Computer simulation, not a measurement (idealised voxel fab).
Process module in this document: voxel wiring stack
Square cells of 5 nm make up the cross-section cut, whose width is 265 nm.
In this document a cross-section is written as a grid of square cells. It is given as a series of bands, listed from the top down, and a band is one or more rows of cells. First you get the band's top height and its bottom height, in nm, and then the materials it's made of, left to right, with each width in nm. If you see a single material with "edge to edge", that one covers the band edge to edge. "air" is empty space. Zero point of the height axis is 0; under it, received wafer = one material. Lowest band: continues down indefinitely, "top 0, no bottom". A two-number width, for instance "30 to 40", indicates that the width is equal to the first number in the top row of the band and to the second number in the bottom row, and that it changes by a constant amount per row of cells. What does "identical to before" mean for a step? It means no cell of the cross-section changed in that step. Closed-off voids of 8+ cells (no open route to the top) go in "Catalogued sealed voids", written width x height at distance from the left edge, in nm. Formally, on a step line, whatever follows the settings is a remark that the simulator itself makes on the step. Among the settings permitted on a step's line is "overlay nm"; applied to a step with a mask, it specifies the extent to which the mask lay to the right of its planned position, whereas a negative figure signifies a position to the left.

These are the steps we planned for the process
1: op RECEIVE | material Si
2: op CONFORMAL_DEP | material SiO2 | thk nm 15
3: op CONFORMAL_DEP | material SiN | thk nm 5
4: op DIRECTIONAL_DEP | material SiO2 | thk nm 15
5: op PATTERN | tone open | mask id METAL_1 | material resist | width nm 20 | pitch nm 40 | thk nm 20 | overlay nm 0
6: op DIRECTIONAL_ETCH | etch materials SiO2 | depth nm 15
7: op DIRECTIONAL_ETCH | etch materials SiN | depth nm 5
8: op STRIP | etch materials resist
9: op CONFORMAL_DEP | material TiN | thk nm 5
10: op FILL_DEP | material Ru | thk nm 10
11: op CMP | height nm 35
12: op EPI | material Ru | thk nm 5
13: op FILL_DEP | material SiCN | thk nm 5
14: op DIRECTIONAL_DEP | material SiO2 | thk nm 20
15: op PATTERN | tone open | mask id PLUG_1 | material resist | width nm 15 | pitch nm 40 | thk nm 20 | overlay nm 0
16: op DIRECTIONAL_ETCH | etch materials SiO2 | depth nm 20
17: op DIRECTIONAL_ETCH | etch materials SiCN | depth nm 5
18: op STRIP | etch materials resist
19: op CONFORMAL_DEP | material TiN | thk nm 5
20: op FILL_DEP | material W | thk nm 10
21: op CMP | height nm 65
22: op DIRECTIONAL_DEP | material TiN | thk nm 5
23: op DIRECTIONAL_DEP | material W | thk nm 20
24: op MASKED_ETCH | tone cover | mask id METAL_2 | width nm 20 | pitch nm 40 | etch materials W | depth nm 20 | overlay nm 0
25: op MASKED_ETCH | tone cover | mask id METAL_2 | width nm 20 | pitch nm 40 | etch materials TiN | depth nm 5 | overlay nm 0
26: op CONFORMAL_DEP | material SiN | thk nm 5
27: op FILL_DEP | material SiO2 | thk nm 5
28: op CMP | height nm 90
29: op CONFORMAL_DEP | material SiCN | thk nm 5
30: op DIRECTIONAL_DEP | material SiO2 | thk nm 30
31: op PATTERN | tone open | mask id METAL_3 | material resist | width nm 20 | pitch nm 40 | thk nm 15 | overlay nm 0
32: op DIRECTIONAL_ETCH | etch materials SiO2 | depth nm 15
33: op STRIP | etch materials resist
34: op PATTERN | tone open | mask id METAL_3_HOLES | material resist | width nm 15 | pitch nm 40 | thk nm 15 | overlay nm 0
35: op DIRECTIONAL_ETCH | etch materials SiO2 | depth nm 15
36: op DIRECTIONAL_ETCH | etch materials SiCN | depth nm 5
37: op STRIP | etch materials resist
38: op CONFORMAL_DEP | material TiN | thk nm 5
39: op FILL_DEP | material Cu | thk nm 5
40: op CMP | height nm 125
41: op CONFORMAL_DEP | material SiN | thk nm 5

So this is the incoming wafer in cross-section - it's already been through step 1
    top 0, no bottom: Si edge to edge
    Catalogued sealed voids: none

Run as planned - first of the two wafers cross-sectioned at the end of the module
    top 130, bottom 125: SiN edge to edge
    top 125, bottom 115: SiO2 (100), TiN (5), Cu (10), TiN (5), SiO2 (20), TiN (5), Cu (10), TiN (5), SiO2 (105)
    top 115, bottom 110: SiO2 (100), TiN (5), Cu (5), TiN (10), SiO2 (20), TiN (5), Cu (5), TiN (10), SiO2 (105)
    top 110, bottom 95: SiO2 (100), TiN (5), Cu (5), TiN (5), SiO2 (25), TiN (5), Cu (5), TiN (5), SiO2 (110)
    top 95, bottom 90: SiCN (100), TiN (15), SiCN (25), TiN (15), SiCN (110)
    top 90, bottom 70: SiO2 (95), SiN (5), W (20), SiN (5), SiO2 (10), SiN (5), W (20), SiN (5), SiO2 (100)
    top 70, bottom 65: SiN (100), TiN (20), SiN (20), TiN (20), SiN (105)
    top 65, bottom 45: SiO2 (100), TiN (5), W (5), TiN (5), SiO2 (25), TiN (5), W (5), TiN (5), SiO2 (110)
    top 45, bottom 40: SiCN (100), TiN (15), SiCN (25), TiN (15), SiCN (110)
    top 40, bottom 35: SiCN (95), Ru (30), SiCN (10), Ru (30), SiCN (100)
    top 35, bottom 20: SiO2 (100), TiN (5), Ru (10), TiN (5), SiO2 (20), TiN (5), Ru (10), TiN (5), SiO2 (105)
    top 20, bottom 15: SiN (100), TiN (20), SiN (20), TiN (20), SiN (105)
    top 15, bottom 0: SiO2 edge to edge
    top 0, no bottom: Si edge to edge
    Catalogued sealed voids: none

Wafer two, sectioned after the module: the first wafer's start, the first wafer's plan, and one mistake in how it was run
    top 130, bottom 125: SiN edge to edge
    top 125, bottom 100: SiO2 (100), TiN (5), Cu (10), TiN (5), SiO2 (20), TiN (5), Cu (10), TiN (5), SiO2 (105)
    top 100, bottom 95: SiO2 (100), TiN (5), Cu (5), TiN (10), SiO2 (20), TiN (5), Cu (5), TiN (10), SiO2 (105)
    top 95, bottom 90: SiCN (100), TiN (15), SiCN (25), TiN (15), SiCN (110)
    top 90, bottom 70: SiO2 (95), SiN (5), W (20), SiN (5), SiO2 (10), SiN (5), W (20), SiN (5), SiO2 (100)
    top 70, bottom 65: SiN (100), TiN (20), SiN (20), TiN (20), SiN (105)
    top 65, bottom 45: SiO2 (100), TiN (5), W (5), TiN (5), SiO2 (25), TiN (5), W (5), TiN (5), SiO2 (110)
    top 45, bottom 40: SiCN (100), TiN (15), SiCN (25), TiN (15), SiCN (110)
    top 40, bottom 35: SiCN (95), Ru (30), SiCN (10), Ru (30), SiCN (100)
    top 35, bottom 20: SiO2 (100), TiN (5), Ru (10), TiN (5), SiO2 (20), TiN (5), Ru (10), TiN (5), SiO2 (105)
    top 20, bottom 15: SiN (100), TiN (20), SiN (20), TiN (20), SiN (105)
    top 15, bottom 0: SiO2 edge to edge
    top 0, no bottom: Si edge to edge
    Catalogued sealed voids: none
Processing error: the plan had its step 32 run twice
Cell-count delta at end, second wafer over first, by material: Cu +6 | SiO2 -6
